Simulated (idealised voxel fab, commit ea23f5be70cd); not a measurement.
Herein follows the process module entitled voxel spacer lines.
Section shown: cut. Width: 210 nm. Cell size: 5 nm, square.
Cross-section, as written here: a square-cell grid given band by band from the top down, where a band holds one or more rows of cells. Per band: top height and bottom height in nm, followed by the left-to-right materials and their widths in nm; "everywhere" marks a single material spanning edge to edge, "blank" marks empty space. Heights are measured from 0, the level below which the as-received wafer is all one material; the lowest band has no bottom and continues downward, written as in "z 0 and below". Graded width ("30..40"): value in top row of band = first number; value in bottom row = second number; row-to-row change constant. Where the words "changes: none" appear for a step, the cross-section shows no cell changed by that step; every cell remained as before. The label "Closed empty spaces" introduces a list of the empty spaces, 8 cells or larger, that have no open way up to the top; each entry in it reads width x height at distance, where the distance is taken from the left edge and all three are stated in nm. On each step's line, the part that comes after the settings is the simulator's own comment on the step. "overlay nm" answers the question of how far to the right of plan the mask lay on a step that has a mask, and when it is negative the answer is to the left.

STEPS PLANNED FOR THE PROCESS
1 RECEIVE: material Si
2 CONFORMAL_DEP: material Al2O3, thk nm 5
3 DIRECTIONAL_DEP: material polySi, thk nm 15
4 DIRECTIONAL_DEP: material aC, thk nm 20
5 PATTERN: tone cover, mask id MANDREL, material resist, width nm 15, pitch nm 60, thk nm 25, overlay nm 0
6 DIRECTIONAL_ETCH: etch materials aC, depth nm 20
7 STRIP: etch materials resist
8 CONFORMAL_DEP: material SiO2, thk nm 15
9 DIRECTIONAL_ETCH: etch materials SiO2, depth nm 15
10 STRIP: etch materials aC
11 DIRECTIONAL_ETCH: etch materials polySi, depth nm 15
12 STRIP: etch materials SiO2
13 FILL_DEP: material SiO2, thk nm 10
14 CMP: height nm 20

CROSS-SECTION OF THE WAFER UPON ARRIVAL, REPRESENTING THE STATE REACHED AFTER STEP 1
- z 0 and below  Si everywhere
- Closed empty spaces: none

END-OF-MODULE XS, FIRST OF TWO WAFERS, RUN AS PLANNED
- z 20 to 5  50 nm SiO2; 15 nm polySi; 15 nm SiO2; 15 nm polySi; 15 nm SiO2; 15 nm polySi; 15 nm SiO2; 15 nm polySi; 55 nm SiO2
- z 5 to 0  Al2O3 everywhere
- z 0 and below  Si everywhere
- Closed empty spaces: none

THIS IS THE SECOND OF THE TWO WAFERS, CROSS-SECTIONED AT THE END OF THE MODULE; IT STARTED EXACTLY LIKE THE FIRST AND WAS GIVEN THE SAME PLAN, BUT IT WAS RUN WITH ONE MISTAKE
- z 20 to 15  SiO2 everywhere
- z 15 to 0  50 nm SiO2; 15 nm polySi; 15 nm SiO2; 15 nm polySi; 15 nm SiO2; 15 nm polySi; 15 nm SiO2; 15 nm polySi; 55 nm SiO2
- z 0 and below  Si everywhere
- Closed empty spaces: none
It is concluded that the wafer was processed incorrectly with respect to the plan, in that the plan's step 2 was left out and never carried out
Wrapping up, a cell-based count of both wafers puts the second over or under the first for these materials: Al2O3 -42 | SiO2 +42
